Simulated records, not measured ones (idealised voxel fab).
The process module that follows is named voxel gate over fins.
Cross-section cut spans 155 nm and uses square cells 5 nm in size.
Heads up, the way a cross-section reads in here is a grid of square cells, handed over as bands from the top down, with every band being one or more rows of cells. Basically the band line says how high the top is and how high the bottom is, in nm, and then what's in it from left to right, every material with its width in nm. Empty space shows up as "blank", and if a single material carries "edge to edge" it runs the full band edge to edge. Basically, 0 is our baseline, since under it the wafer straight out of the box is all one material. The bottom band has no lower end and keeps on going down, so it looks like "0..down". A width given as "30..40" starts at the first number in the band's top row and ends at the second number in its bottom row, shifting by an equal amount at every step from row to row. When a step is marked "same as before", none of the cells in the cross-section changed during that step. Look at "Enclosed internal voids" for the closed voids: empty spaces with no open path to the top, sized 8 cells or up. Each is width x height at distance, distance from the left edge, all nm. Text after the settings on a step's line: the simulator's own remark on that step. overlay nm: on a step with a mask, how far right of its planned place the mask lay; negative means left.

**Planned process steps**
1: RECEIVE: material Si
2: CONFORMAL_DEP: material SiN, thk nm 10
3: MASKED_ETCH: tone cover, mask id FINS, width nm 15, pitch nm 55, etch materials SiN, depth nm 10, overlay nm 0
4: MASKED_ETCH: tone cover, mask id FINS, width nm 15, pitch nm 55, etch materials Si, depth nm 30, overlay nm 0
5: FILL_DEP: material SiO2, thk nm 10
6: CMP: height nm 10
7: DIRECTIONAL_DEP: material aC, thk nm 10
8: PATTERN: tone open, mask id RAIL, material resist, width nm 15, thk nm 25, overlay nm 0
9: DIRECTIONAL_ETCH: etch materials aC, depth nm 10
10: STRIP: etch materials resist
11: DIRECTIONAL_ETCH: etch materials SiO2, depth nm 35
12: STRIP: etch materials aC
13: CONFORMAL_DEP: material TiN, thk nm 5
14: FILL_DEP: material W, thk nm 5
15: CMP: height nm 10
16: SELECTIVE_ETCH: etch materials W Ru TiN, depth nm 30
17: FILL_DEP: material SiO2, thk nm 5
18: CMP: height nm 10
19: SELECTIVE_ETCH: etch materials SiO2, depth nm 15
20: STRIP: etch materials SiN
21: CONFORMAL_DEP: material HfO2, thk nm 5
22: CONFORMAL_DEP: material TiN, thk nm 5
23: FILL_DEP: material W, thk nm 15
24: CMP: height nm 20
25: CONFORMAL_DEP: material SiCN, thk nm 10
It is noted that the wafers described herein are identical at the outset and are distinguished by the depth nm of step 19; the value stated in the plan corresponds to the first wafer.

**So this is the first of several wafers, cross-sectioned as it came to us, meaning it's at the end of step 1**
- 0..down = Si edge to edge
- Enclosed internal voids: none

**Post step 25, the closing step of the module: first of several wafers, cross-sectioned**
- 30..20 = SiCN edge to edge
- 20..10 = W edge to edge
- 10..5 = W 30; TiN 35; W 20; TiN 35; W 35
- 5..0 = TiN 35; HfO2 25; TiN 30; HfO2 25; TiN 40
- 0..-5 = HfO2 40; Si 15; HfO2 40; Si 15; HfO2 45
- -5..-20 = SiO2 40; Si 15; SiO2 40; Si 15; SiO2 45
- -20..-25 = SiO2 40; Si 15; SiO2 10; TiN 15; SiO2 15; Si 15; SiO2 45
- -25..-30 = SiO2 40; Si 15; SiO2 40; Si 15; SiO2 45
- -30..down = Si edge to edge
- Enclosed internal voids: none

**Cross-section, last wafer, module completion**
- 30..20 = SiCN edge to edge
- 20..10 = W edge to edge
- 10..5 = W 30; TiN 35; W 20; TiN 35; W 35
- 5..0 = W 30; TiN 5; HfO2 25; TiN 5; W 20; TiN 5; HfO2 25; TiN 5; W 35
- 0..-10 = W 30; TiN 5; HfO2 5; Si 15; HfO2 5; TiN 5; W 20; TiN 5; HfO2 5; Si 15; HfO2 5; TiN 5; W 35
- -10..-20 = W 30; TiN 5; HfO2 5; Si 15; HfO2 5..30; TiN 30..5; HfO2 5; Si 15; HfO2 5; TiN 5; W 35
- -20..-25 = TiN 35; HfO2 5; Si 15; HfO2 10; TiN 15; HfO2 5; TiN 5; HfO2 5; Si 15; HfO2 5; TiN 40
- -25..-30 = HfO2 40; Si 15; HfO2 15; SiO2 5; HfO2 20; Si 15; HfO2 45
- -30..down = Si edge to edge
- Enclosed internal voids: none

**Take any row and you have a wafer at the end of the module: how many cells of each material it has gained (+) or lost (-) since it was received, and then its closed voids**
depth nm 15 | +35 HfO2 | -150 Si | +62 SiCN | +122 SiO2 | +38 TiN | +79 W | Enclosed internal voids: none
depth nm 20 | +39 HfO2 | -150 Si | +62 SiCN | +97 SiO2 | +42 TiN | +96 W | Enclosed internal voids: none
depth nm 25 | +43 HfO2 | -150 Si | +62 SiCN | +72 SiO2 | +46 TiN | +113 W | Enclosed internal voids: none
depth nm 30 | +47 HfO2 | -150 Si | +62 SiCN | +47 SiO2 | +50 TiN | +130 W | Enclosed internal voids: none
depth nm 35 | +53 HfO2 | -150 Si | +62 SiCN | +25 SiO2 | +53 TiN | +143 W | Enclosed internal voids: none
depth nm 40 | +61 HfO2 | -150 Si | +62 SiCN | +1 SiO2 | +56 TiN | +156 W | Enclosed internal voids: none
